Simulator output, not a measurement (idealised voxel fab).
voxel fin reveal: a process module
Each square cell in cross-section cut measures 5 nm, and the section as a whole is 180 nm wide.
In what follows, cross-sections appear as grids of square cells, described through bands that run from the top down, where every band is one or more rows of cells. The band entry comprises the height of the band's top followed by the height of its bottom, expressed in nm, and subsequently the band's materials from left to right, each stated together with its width in nm. Where a single material is marked with the word "throughout", that material fills the band from edge to edge. The word "blank" represents empty space. Convention: height 0 is the level below which the wafer, as received, is all one material. The lowest band does not terminate at the bottom but continues downward, represented as "0..down". With a width like "30 to 40", each row of cells in the band differs from the next by the same amount, the top row carrying the first number and the bottom row the second. "no change occurred" -> step changed no cross-section cell. In the "Closed internal cavities" entry, you get each enclosed empty space of 8 cells or more, one with no open way to the top, written width x height at distance, distance from the left edge, in nm. That trailing text on a step's line, after the settings, is the simulator's own remark on the step. "overlay nm" on a masked step: distance the mask lay right of its planned place, negative for left.

Planned process steps:
1 RECEIVE: material Si
2 CONFORMAL_DEP: material SiN, thk nm 10
3 DIRECTIONAL_DEP: material aC, thk nm 15
4 PATTERN: tone cover, mask id FINS, material resist, width nm 15, pitch nm 40, thk nm 35, overlay nm -15
5 DIRECTIONAL_ETCH: etch materials aC, depth nm 15
6 STRIP: etch materials resist
7 DIRECTIONAL_ETCH: etch materials SiN, depth nm 10
8 DIRECTIONAL_ETCH: etch materials Si, depth nm 35
9 STRIP: etch materials aC
10 FILL_DEP: material SiO2, thk nm 10
11 CMP: height nm 10
12 SELECTIVE_ETCH: etch materials SiO2, depth nm 20
13 STRIP: etch materials SiN
Variable across wafers: step 4 overlay nm (plan value is that of the first wafer; starting state common to all).

Cross-section of the first of several wafers on receipt, reflecting completion of step 1:
* 0..down | Si throughout
* Closed internal cavities: none

So in this table every wafer gets its own row, and what you see is where it stands at the end of the module: for each material, how many cells it picked up (+) or gave up (-) since we received it, and after that its closed voids:
overlay nm -15; -189 Si; +135 SiO2; Closed internal cavities: none
overlay nm -10; -189 Si; +135 SiO2; Closed internal cavities: none
overlay nm -5; -189 Si; +135 SiO2; Closed internal cavities: none
overlay nm 0; -189 Si; +135 SiO2; Closed internal cavities: none
overlay nm 5; -189 Si; +135 SiO2; Closed internal cavities: none
overlay nm 10; -189 Si; +135 SiO2; Closed internal cavities: none
overlay nm 15; -189 Si; +135 SiO2; Closed internal cavities: none
